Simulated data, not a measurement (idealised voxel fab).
process module | voxel double patterning
cross-section cut | 205 nm wide | cells 5 nm
A cross-section is a grid of square cells, given in bands from the top down. A band is one or more rows of cells.
Each band's line starts with the height of the band's top and of its bottom, in nm. Then come its materials from left to right, each with its width in nm. One material with "throughout" fills the band from edge to edge. "air" is empty space.
Height 0 is the level under which the wafer as received is all one material. The lowest band goes on downwards, as in "0 down".
A width such as "30 to 40" changes by the same amount from each row of cells to the next, from the band's top row to its bottom row.
"no change" after a step means that no cell of the cross-section changed.
closed voids: empty space of 8 cells or more with no open way to the top, each as width x height at its distance from the left edge, in nm
after a step's settings: what the simulator itself notes on the step
overlay nm, on a step with a mask: how far to the right of its planned place the mask lay; to the left if negative
plan
1 op RECEIVE | material Si
2 op CONFORMAL_DEP | material SiO2 | thk nm 10
3 op DIRECTIONAL_DEP | material TiN | thk nm 15
4 op DIRECTIONAL_DEP | material SiCN | thk nm 10
5 op MASKED_ETCH | tone open | mask id FIRST | width nm 15 | pitch nm 50 | etch materials SiCN | depth nm 10 | overlay nm 0
6 op MASKED_ETCH | tone open | mask id SECOND | width nm 15 | etch materials SiCN | depth nm 10 | overlay nm 0
7 op DIRECTIONAL_ETCH | etch materials TiN | depth nm 15
8 op STRIP | etch materials SiCN
as received, after step 1
  0 down: Si throughout
  closed voids: none
first wafer at the end, as planned
  25 to 10: TiN 70 | air 15 | TiN 10 | air 15 | TiN 10 | air 15 | TiN 70
  10 to 0: SiO2 throughout
  0 down: Si throughout
  closed voids: none
second wafer at the end: like start, like plan, one mistake
  35 to 25: SiO2 throughout
  25 to 10: TiN throughout
  10 to 0: SiO2 throughout
  0 down: Si throughout
  closed voids: none
what went wrong: step 4 ran as: op DIRECTIONAL_DEP | material SiO2 | thk nm 10
at the end the second wafer has, in cells: 82 more of SiO2 | 27 more of TiN
